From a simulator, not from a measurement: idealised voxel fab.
The name of this process module is voxel lift off.
We display cut, a cross-section 155 nm in width whose square cells are each 5 nm.
The cross-sections in this document take the form of a grid made of square cells. They are written out as bands, in order from top to bottom. Each band consists of one or more rows of cells.
For a band, the entry starts with two heights in nm, that of the top and then that of the bottom, and carries on with the band's materials in order from left to right, each alongside its width in nm; the word "all across" beside a single material means it fills the band edge to edge, and "air" means empty space.
Height is counted from the level 0, under which the received wafer is composed throughout of one material. The lowest of the bands is not closed at the bottom but continues downward, in the notation "0 -> down".
You'd read "30..40" like this: the band's top row of cells is as wide as the first number, its bottom row is as wide as the second, and going down, every row changes width by the same amount as the row before did.
"nothing was modified" means the step left every cell of the cross-section as it was.
Entry "Closed internal voids" = empty spaces >= 8 cells with no open way to the top; each as width x height at distance, distance from left edge, all nm.
What comes after the settings on a step's line is commentary from the simulator itself on that step.
You can add "overlay nm" to a step's line. For a step with a mask, it describes how far the mask lay to the right of its planned position, and a negative number describes a lay to the left.

Intended process steps:
1,RECEIVE: material Si
2,CONFORMAL_DEP: material Al2O3, thk nm 15
3,PATTERN: tone open, mask id LINES, material resist, width nm 15, pitch nm 40, thk nm 25, overlay nm 0
4,DIRECTIONAL_DEP: material Ru, thk nm 5
5,STRIP: etch materials resist
6,CONFORMAL_DEP: material SiO2, thk nm 5
Where the wafers of this document differ is in the thk nm of step 4; they start out the same, and the plan states the value that applied to the first wafer.

Received wafers, first of several: cross-section after step 1:
* 0 -> down: Si all across
* Closed internal voids: none

Per-wafer rows below. For each material: cells gained (+) or lost (-) since the wafer was received, as of end of module. Then: closed voids:
thk nm 5, +93 Al2O3, +9 Ru, +37 SiO2, Closed internal voids: none
thk nm 10, +93 Al2O3, +18 Ru, +43 SiO2, Closed internal voids: none
thk nm 15, +93 Al2O3, +27 Ru, +49 SiO2, Closed internal voids: none
thk nm 20, +93 Al2O3, +36 Ru, +55 SiO2, Closed internal voids: none
